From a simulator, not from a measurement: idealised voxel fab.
voxel wiring stack: a process module
FYI the section here is cut, 200 nm wide, cells are 5 nm squares.
A cross-section is a grid of square cells, given in bands from the top down. A band is one or more rows of cells.
Per band: top height and bottom height in nm, followed by the left-to-right materials and their widths in nm; "all across" marks a single material spanning edge to edge, "blank" marks empty space.
Height reference: 0 = level under which incoming wafer is all one material. Lowest band: no bottom, runs on downward, e.g. "z 0 and below".
Width: "30 to 40" (first number = top row, second number = bottom row, same change from row to row of cells).
"no modifications", as given for a step, is the statement that not any cell of the cross-section underwent a change during that step.
Under "Entrapped voids" you'll find the enclosed gaps, the ones with no way out to the top, that are 8 cells or bigger; each reads width x height at distance, with distance counted from the left edge, everything in nm.
It should be noted that, on the line of a given step, the content following the step's settings is a remark produced by the simulator itself with respect to that step.
The line of a step may include "overlay nm". On a step with a mask, this value is how far to the right of its planned place the mask lay. A negative value means the mask lay to the left.
-- List of planned process steps
1 RECEIVE | material Si
2 CONFORMAL_DEP | material SiO2 | thk nm 10
3 DIRECTIONAL_DEP | material TiN | thk nm 5
4 DIRECTIONAL_DEP | material Ru | thk nm 25
5 PATTERN | tone cover | mask id METAL_1 | material resist | width nm 30 | pitch nm 45 | thk nm 20 | overlay nm 0
6 DIRECTIONAL_ETCH | etch materials Ru | depth nm 25
7 DIRECTIONAL_ETCH | etch materials TiN | depth nm 5
8 STRIP | etch materials resist
9 FILL_DEP | material SiO2 | thk nm 10
10 CMP | height nm 40
11 CONFORMAL_DEP | material SiCN | thk nm 5
12 DIRECTIONAL_DEP | material lowk | thk nm 10
13 PATTERN | tone open | mask id PLUG_1 | material resist | width nm 15 | pitch nm 45 | thk nm 15 | overlay nm 0
14 DIRECTIONAL_ETCH | etch materials lowk | depth nm 10
15 DIRECTIONAL_ETCH | etch materials SiCN | depth nm 5
16 STRIP | etch materials resist
17 CONFORMAL_DEP | material TiN | thk nm 5
18 FILL_DEP | material Cu | thk nm 5
19 CMP | height nm 55
20 CONFORMAL_DEP | material SiCN | thk nm 5
21 DIRECTIONAL_DEP | material lowk | thk nm 25
22 PATTERN | tone open | mask id METAL_2 | material resist | width nm 30 | pitch nm 45 | thk nm 15 | overlay nm 0
23 DIRECTIONAL_ETCH | etch materials lowk | depth nm 25
24 DIRECTIONAL_ETCH | etch materials SiCN | depth nm 5
25 STRIP | etch materials resist
26 CONFORMAL_DEP | material TiN | thk nm 5
27 FILL_DEP | material Ru | thk nm 10
28 CMP | height nm 85
29 EPI | material Ru | thk nm 5
30 FILL_DEP | material SiCN | thk nm 5
-- Concerning the first of two wafers, which was run in accordance with the plan
-- Cross-section: wafer on arrival = after step 1
	z 0 and below = Si all across
	Entrapped voids: none
-- Cross-section: wafer state after step 2
	z 10 to 0 = SiO2 all across
	Under the height 0 nothing was changed.
-- Cross-section: wafer state after step 3
	z 15 to 10 = TiN all across
	Under the height 10 nothing was changed.
-- Cross-section: wafer state after step 4
	z 40 to 15 = Ru all across
	Under the height 15 nothing was changed.
-- Cross-section: wafer state after step 5
	z 60 to 40 = blank 40, then resist 30, then blank 15, then resist 30, then blank 15, then resist 30, then blank 40
	Under the height 40 nothing was changed.
-- Cross-section: wafer state after step 6
	z 60 to 40 = blank 40, then resist 30, then blank 15, then resist 30, then blank 15, then resist 30, then blank 40
	z 40 to 15 = blank 40, then Ru 30, then blank 15, then Ru 30, then blank 15, then Ru 30, then blank 40
	Under the height 15 nothing was changed.
-- Cross-section: wafer state after step 7
	z 60 to 40 = blank 40, then resist 30, then blank 15, then resist 30, then blank 15, then resist 30, then blank 40
	z 40 to 15 = blank 40, then Ru 30, then blank 15, then Ru 30, then blank 15, then Ru 30, then blank 40
	z 15 to 10 = blank 40, then TiN 30, then blank 15, then TiN 30, then blank 15, then TiN 30, then blank 40
	Under the height 10 nothing was changed.
-- Cross-section: wafer state after step 8
	z 40 to 15 = blank 40, then Ru 30, then blank 15, then Ru 30, then blank 15, then Ru 30, then blank 40
	Under the height 15 nothing was changed.
-- Cross-section: wafer state after step 9
	z 50 to 40 = SiO2 all across
	z 40 to 15 = SiO2 40, then Ru 30, then SiO2 15, then Ru 30, then SiO2 15, then Ru 30, then SiO2 40
	z 15 to 10 = SiO2 40, then TiN 30, then SiO2 15, then TiN 30, then SiO2 15, then TiN 30, then SiO2 40
	Under the height 10 nothing was changed.
-- Cross-section: wafer state after step 10
	z 40 to 15 = SiO2 40, then Ru 30, then SiO2 15, then Ru 30, then SiO2 15, then Ru 30, then SiO2 40
	Under the height 15 nothing was changed.
-- Cross-section: wafer state after step 11
	z 45 to 40 = SiCN all across
	Under the height 40 nothing was changed.
-- Cross-section: wafer state after step 12
	z 55 to 45 = lowk all across
	Under the height 45 nothing was changed.
-- Cross-section: wafer state after step 13
	z 70 to 55 = resist 40, then blank 15, then resist 30, then blank 15, then resist 30, then blank 15, then resist 55
	Under the height 55 nothing was changed.
-- Cross-section: wafer state after step 14
	z 70 to 55 = resist 40, then blank 15, then resist 30, then blank 15, then resist 30, then blank 15, then resist 55
	z 55 to 45 = lowk 40, then blank 15, then lowk 30, then blank 15, then lowk 30, then blank 15, then lowk 55
	Under the height 45 nothing was changed.
-- Cross-section: wafer state after step 15
	z 70 to 55 = resist 40, then blank 15, then resist 30, then blank 15, then resist 30, then blank 15, then resist 55
	z 55 to 45 = lowk 40, then blank 15, then lowk 30, then blank 15, then lowk 30, then blank 15, then lowk 55
	z 45 to 40 = SiCN 40, then blank 15, then SiCN 30, then blank 15, then SiCN 30, then blank 15, then SiCN 55
	Under the height 40 nothing was changed.
-- Cross-section: wafer state after step 16
	z 55 to 45 = lowk 40, then blank 15, then lowk 30, then blank 15, then lowk 30, then blank 15, then lowk 55
	Under the height 45 nothing was changed.
-- Cross-section: wafer state after step 17
	z 60 to 55 = TiN 45, then blank 5, then TiN 40, then blank 5, then TiN 40, then blank 5, then TiN 60
	z 55 to 45 = lowk 40, then TiN 5, then blank 5, then TiN 5, then lowk 30, then TiN 5, then blank 5, then TiN 5, then lowk 30, then TiN 5, then blank 5, then TiN 5, then lowk 55
	z 45 to 40 = SiCN 40, then TiN 15, then SiCN 30, then TiN 15, then SiCN 30, then TiN 15, then SiCN 55
	Under the height 40 nothing was changed.
-- Cross-section: wafer state after step 18
	z 65 to 60 = Cu all across
	z 60 to 55 = TiN 45, then Cu 5, then TiN 40, then Cu 5, then TiN 40, then Cu 5, then TiN 60
	z 55 to 45 = lowk 40, then TiN 5, then Cu 5, then TiN 5, then lowk 30, then TiN 5, then Cu 5, then TiN 5, then lowk 30, then TiN 5, then Cu 5, then TiN 5, then lowk 55
	Under the height 45 nothing was changed.
-- Cross-section: wafer state after step 19
	z 55 to 45 = lowk 40, then TiN 5, then Cu 5, then TiN 5, then lowk 30, then TiN 5, then Cu 5, then TiN 5, then lowk 30, then TiN 5, then Cu 5, then TiN 5, then lowk 55
	Under the height 45 nothing was changed.
-- Cross-section: wafer state after step 20
	z 60 to 55 = SiCN all across
	Under the height 55 nothing was changed.
-- Cross-section: wafer state after step 21
	z 85 to 60 = lowk all across
	Under the height 60 nothing was changed.
-- Cross-section: wafer state after step 22
	z 100 to 85 = resist 40, then blank 30, then resist 15, then blank 30, then resist 15, then blank 30, then resist 40
	Under the height 85 nothing was changed.
-- Cross-section: wafer state after step 23
	z 100 to 85 = resist 40, then blank 30, then resist 15, then blank 30, then resist 15, then blank 30, then resist 40
	z 85 to 60 = lowk 40, then blank 30, then lowk 15, then blank 30, then lowk 15, then blank 30, then lowk 40
	Under the height 60 nothing was changed.
-- Cross-section: wafer state after step 24
	z 100 to 85 = resist 40, then blank 30, then resist 15, then blank 30, then resist 15, then blank 30, then resist 40
	z 85 to 60 = lowk 40, then blank 30, then lowk 15, then blank 30, then lowk 15, then blank 30, then lowk 40
	z 60 to 55 = SiCN 40, then blank 30, then SiCN 15, then blank 30, then SiCN 15, then blank 30, then SiCN 40
	Under the height 55 nothing was changed.
-- Cross-section: wafer state after step 25
	z 85 to 60 = lowk 40, then blank 30, then lowk 15, then blank 30, then lowk 15, then blank 30, then lowk 40
	Under the height 60 nothing was changed.
-- Cross-section: wafer state after step 26
	z 90 to 85 = TiN 45, then blank 20, then TiN 25, then blank 20, then TiN 25, then blank 20, then TiN 45
	z 85 to 60 = lowk 40, then TiN 5, then blank 20, then TiN 5, then lowk 15, then TiN 5, then blank 20, then TiN 5, then lowk 15, then TiN 5, then blank 20, then TiN 5, then lowk 40
	z 60 to 55 = SiCN 40, then TiN 30, then SiCN 15, then TiN 30, then SiCN 15, then TiN 30, then SiCN 40
	Under the height 55 nothing was changed.
-- Cross-section: wafer state after step 27
	z 100 to 90 = Ru all across
	z 90 to 85 = TiN 45, then Ru 20, then TiN 25, then Ru 20, then TiN 25, then Ru 20, then TiN 45
	z 85 to 60 = lowk 40, then TiN 5, then Ru 20, then TiN 5, then lowk 15, then TiN 5, then Ru 20, then TiN 5, then lowk 15, then TiN 5, then Ru 20, then TiN 5, then lowk 40
	Under the height 60 nothing was changed.
-- Cross-section: wafer state after step 28
	z 85 to 60 = lowk 40, then TiN 5, then Ru 20, then TiN 5, then lowk 15, then TiN 5, then Ru 20, then TiN 5, then lowk 15, then TiN 5, then Ru 20, then TiN 5, then lowk 40
	Under the height 60 nothing was changed.
-- Cross-section: wafer state after step 29
	z 90 to 85 = blank 35, then Ru 40, then blank 5, then Ru 40, then blank 5, then Ru 40, then blank 35
	Under the height 85 nothing was changed.
-- Cross-section: wafer state after step 30
	z 95 to 90 = SiCN all across
	z 90 to 85 = SiCN 35, then Ru 40, then SiCN 5, then Ru 40, then SiCN 5, then Ru 40, then SiCN 35
	Under the height 85 nothing was changed.
-- Now the other wafer: same start, same recipe, but we messed up one thing when running it. Up to and including step 21 it's the same as the first one
-- Second wafer, section view, time point: scheduled end of step 22
	z 100 to 85 = blank 40, then resist 30, then blank 15, then resist 30, then blank 15, then resist 30, then blank 40
	Under the height 85 nothing was changed.
-- Second wafer, section view, time point: scheduled end of step 23
	z 100 to 85 = blank 40, then resist 30, then blank 15, then resist 30, then blank 15, then resist 30, then blank 40
	z 85 to 60 = blank 40, then lowk 30, then blank 15, then lowk 30, then blank 15, then lowk 30, then blank 40
	Under the height 60 nothing was changed.
-- Second wafer, section view, time point: scheduled end of step 24
	z 100 to 85 = blank 40, then resist 30, then blank 15, then resist 30, then blank 15, then resist 30, then blank 40
	z 85 to 60 = blank 40, then lowk 30, then blank 15, then lowk 30, then blank 15, then lowk 30, then blank 40
	z 60 to 55 = blank 40, then SiCN 30, then blank 15, then SiCN 30, then blank 15, then SiCN 30, then blank 40
	Under the height 55 nothing was changed.
-- Second wafer, section view, time point: scheduled end of step 25
	z 85 to 60 = blank 40, then lowk 30, then blank 15, then lowk 30, then blank 15, then lowk 30, then blank 40
	Under the height 60 nothing was changed.
-- Second wafer, section view, time point: scheduled end of step 26
	z 90 to 85 = blank 35, then TiN 40, then blank 5, then TiN 40, then blank 5, then TiN 40, then blank 35
	z 85 to 60 = blank 35, then TiN 5, then lowk 30, then TiN 5, then blank 5, then TiN 5, then lowk 30, then TiN 5, then blank 5, then TiN 5, then lowk 30, then TiN 5, then blank 35
	z 60 to 55 = TiN 40, then SiCN 30, then TiN 15, then SiCN 30, then TiN 15, then SiCN 30, then TiN 40
	Under the height 55 nothing was changed.
-- Second wafer, section view, time point: scheduled end of step 27
	z 100 to 90 = Ru all across
	z 90 to 85 = Ru 35, then TiN 40, then Ru 5, then TiN 40, then Ru 5, then TiN 40, then Ru 35
	z 85 to 60 = Ru 35, then TiN 5, then lowk 30, then TiN 5, then Ru 5, then TiN 5, then lowk 30, then TiN 5, then Ru 5, then TiN 5, then lowk 30, then TiN 5, then Ru 35
	Under the height 60 nothing was changed.
-- Second wafer, section view, time point: scheduled end of step 28
	z 85 to 60 = Ru 35, then TiN 5, then lowk 30, then TiN 5, then Ru 5, then TiN 5, then lowk 30, then TiN 5, then Ru 5, then TiN 5, then lowk 30, then TiN 5, then Ru 35
	Under the height 60 nothing was changed.
-- Second wafer, section view, time point: scheduled end of step 29
	z 90 to 85 = Ru 45, then blank 20, then Ru 25, then blank 20, then Ru 25, then blank 20, then Ru 45
	Under the height 85 nothing was changed.
-- Second wafer, section view, time point: scheduled end of step 30
	z 95 to 90 = SiCN all across
	z 90 to 85 = Ru 45, then SiCN 20, then Ru 25, then SiCN 20, then Ru 25, then SiCN 20, then Ru 45
	Under the height 85 nothing was changed.
What broke from the plan during processing? step 22, actual vs plan mismatch, actual run PATTERN | tone cover | mask id METAL_2 | material resist | width nm 30 | pitch nm 45 | thk nm 15 | overlay nm 0
The second wafer ends with more or fewer cells of some materials than the first, per final count: +24 Ru | -8 SiCN | +4 TiN | -20 lowk
